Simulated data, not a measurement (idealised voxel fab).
process module | voxel transistor to metal
cross-section cut | 185 nm wide | cells 5 nm
A cross-section is a grid of square cells, given in bands from the top down. A band is one or more rows of cells.
Each band's line starts with the height of the band's top and of its bottom, in nm. Then come its materials from left to right, each with its width in nm. One material with "throughout" fills the band from edge to edge. "air" is empty space.
Height 0 is the level under which the wafer as received is all one material. The lowest band goes on downwards, as in "0 down".
A width such as "30 to 40" changes by the same amount from each row of cells to the next, from the band's top row to its bottom row.
"no change" after a step means that no cell of the cross-section changed.
closed voids: empty space of 8 cells or more with no open way to the top, each as width x height at its distance from the left edge, in nm
after a step's settings: what the simulator itself notes on the step
overlay nm, on a step with a mask: how far to the right of its planned place the mask lay; to the left if negative
Each pair below shows a cross-section before one step and the cross-section after it, down to the lowest band that changed. The line under each pair gives the step between them, with its settings. The pairs can come from different runs of this module on the same starting wafer, so a pair continues from the pair above only where its "before" says so.
before
  45 to 30: aC 50 | air 15 | aC 55 | air 15 | aC 50
  30 to 15: SiO2 throughout
  15 to 5: SiO2 75 | SiN 5 | HfO2 5 | TiN 5 | W 5 | TiN 5 | HfO2 5 | SiN 5 | SiO2 75
  5 to 0: SiO2 75 | SiN 5 | HfO2 5 | TiN 15 | HfO2 5 | SiN 5 | SiO2 75
  0 to -5: SiO2 75 | HfO2 35 | SiO2 75
  -5 to -15: SiGe 40 | SiO2 105 | SiGe 40
  -15 to -40: Si 40 | SiO2 105 | Si 40
  -40 down: Si throughout
  closed voids: none
after
  45 to 30: aC 50 | air 15 | aC 55 | air 15 | aC 50
  30 to 15: SiO2 50 | air 15 | SiO2 55 | air 15 | SiO2 50
  15 to 5: SiO2 50 | air 15 | SiO2 10 | SiN 5 | HfO2 5 | TiN 5 | W 5 | TiN 5 | HfO2 5 | SiN 5 | SiO2 10 | air 15 | SiO2 50
  5 to 0: SiO2 50 | air 15 | SiO2 10 | SiN 5 | HfO2 5 | TiN 15 | HfO2 5 | SiN 5 | SiO2 10 | air 15 | SiO2 50
  0 to -5: SiO2 50 | air 15 | SiO2 10 | HfO2 35 | SiO2 10 | air 15 | SiO2 50
  below -5: unchanged
  closed voids: none
the step between: op DIRECTIONAL_ETCH | etch materials SiO2 | depth nm 35
before: the cross-section after the pair above
after
  30 to 15: SiO2 50 | air 15 | SiO2 55 | air 15 | SiO2 50
  below 15: unchanged
  closed voids: none
the step between: op STRIP | etch materials aC
before: the cross-section after the pair above
after
  35 to 30: TiN 55 | air 5 | TiN 65 | air 5 | TiN 55
  30 to 15: SiO2 50 | TiN 5 | air 5 | TiN 5 | SiO2 55 | TiN 5 | air 5 | TiN 5 | SiO2 50
  15 to 5: SiO2 50 | TiN 5 | air 5 | TiN 5 | SiO2 10 | SiN 5 | HfO2 5 | TiN 5 | W 5 | TiN 5 | HfO2 5 | SiN 5 | SiO2 10 | TiN 5 | air 5 | TiN 5 | SiO2 50
  5 to 0: SiO2 50 | TiN 5 | air 5 | TiN 5 | SiO2 10 | SiN 5 | HfO2 5 | TiN 15 | HfO2 5 | SiN 5 | SiO2 10 | TiN 5 | air 5 | TiN 5 | SiO2 50
  0 to -5: SiO2 50 | TiN 15 | SiO2 10 | HfO2 35 | SiO2 10 | TiN 15 | SiO2 50
  below -5: unchanged
  closed voids: none
the step between: op CONFORMAL_DEP | material TiN | thk nm 5
before: the cross-section after the pair above
after
  45 to 35: W throughout
  35 to 30: TiN 55 | W 5 | TiN 65 | W 5 | TiN 55
  30 to 15: SiO2 50 | TiN 5 | W 5 | TiN 5 | SiO2 55 | TiN 5 | W 5 | TiN 5 | SiO2 50
  15 to 5: SiO2 50 | TiN 5 | W 5 | TiN 5 | SiO2 10 | SiN 5 | HfO2 5 | TiN 5 | W 5 | TiN 5 | HfO2 5 | SiN 5 | SiO2 10 | TiN 5 | W 5 | TiN 5 | SiO2 50
  5 to 0: SiO2 50 | TiN 5 | W 5 | TiN 5 | SiO2 10 | SiN 5 | HfO2 5 | TiN 15 | HfO2 5 | SiN 5 | SiO2 10 | TiN 5 | W 5 | TiN 5 | SiO2 50
  below 0: unchanged
  closed voids: none
the step between: op FILL_DEP | material W | thk nm 10
before: the cross-section after the pair above
after
  30 to 15: SiO2 50 | TiN 5 | W 5 | TiN 5 | SiO2 55 | TiN 5 | W 5 | TiN 5 | SiO2 50
  below 15: unchanged
  closed voids: none
the step between: op CMP | height nm 30
before: the cross-section after the pair above
after
  35 to 30: TiN throughout
  below 30: unchanged
  closed voids: none
the step between: op DIRECTIONAL_DEP | material TiN | thk nm 5
before: the cross-section after the pair above
after
  60 to 35: W throughout
  below 35: unchanged
  closed voids: none
the step between: op DIRECTIONAL_DEP | material W | thk nm 25
before: the cross-section after the pair above
after
  60 to 35: air 50 | W 15 | air 55 | W 15 | air 50
  below 35: unchanged
  closed voids: none
the step between: op MASKED_ETCH | tone cover | mask id METAL_1 | width nm 15 | pitch nm 70 | etch materials W | depth nm 25 | overlay nm 0
before: the cross-section after the pair above
after
  60 to 35: air 50 | W 15 | air 55 | W 15 | air 50
  35 to 30: air 50 | TiN 15 | air 55 | TiN 15 | air 50
  below 30: unchanged
  closed voids: none
the step between: op MASKED_ETCH | tone cover | mask id METAL_1 | width nm 15 | pitch nm 70 | etch materials TiN | depth nm 5 | overlay nm 0
before: the cross-section after the pair above
after
  65 to 60: air 45 | SiN 25 | air 45 | SiN 25 | air 45
  60 to 35: air 45 | SiN 5 | W 15 | SiN 5 | air 45 | SiN 5 | W 15 | SiN 5 | air 45
  35 to 30: SiN 50 | TiN 15 | SiN 55 | TiN 15 | SiN 50
  below 30: unchanged
  closed voids: none
the step between: op CONFORMAL_DEP | material SiN | thk nm 5
before: the cross-section after the pair above
after
  75 to 65: SiO2 throughout
  65 to 60: SiO2 45 | SiN 25 | SiO2 45 | SiN 25 | SiO2 45
  60 to 35: SiO2 45 | SiN 5 | W 15 | SiN 5 | SiO2 45 | SiN 5 | W 15 | SiN 5 | SiO2 45
  below 35: unchanged
  closed voids: none
the step between: op FILL_DEP | material SiO2 | thk nm 10
before: the cross-section after the pair above
after
  60 to 35: SiO2 45 | SiN 5 | W 15 | SiN 5 | SiO2 45 | SiN 5 | W 15 | SiN 5 | SiO2 45
  below 35: unchanged
  closed voids: none
the step between: op CMP | height nm 60
before: the cross-section after the pair above
after
  65 to 60: SiCN throughout
  below 60: unchanged
  closed voids: none
the step between: op CONFORMAL_DEP | material SiCN | thk nm 5
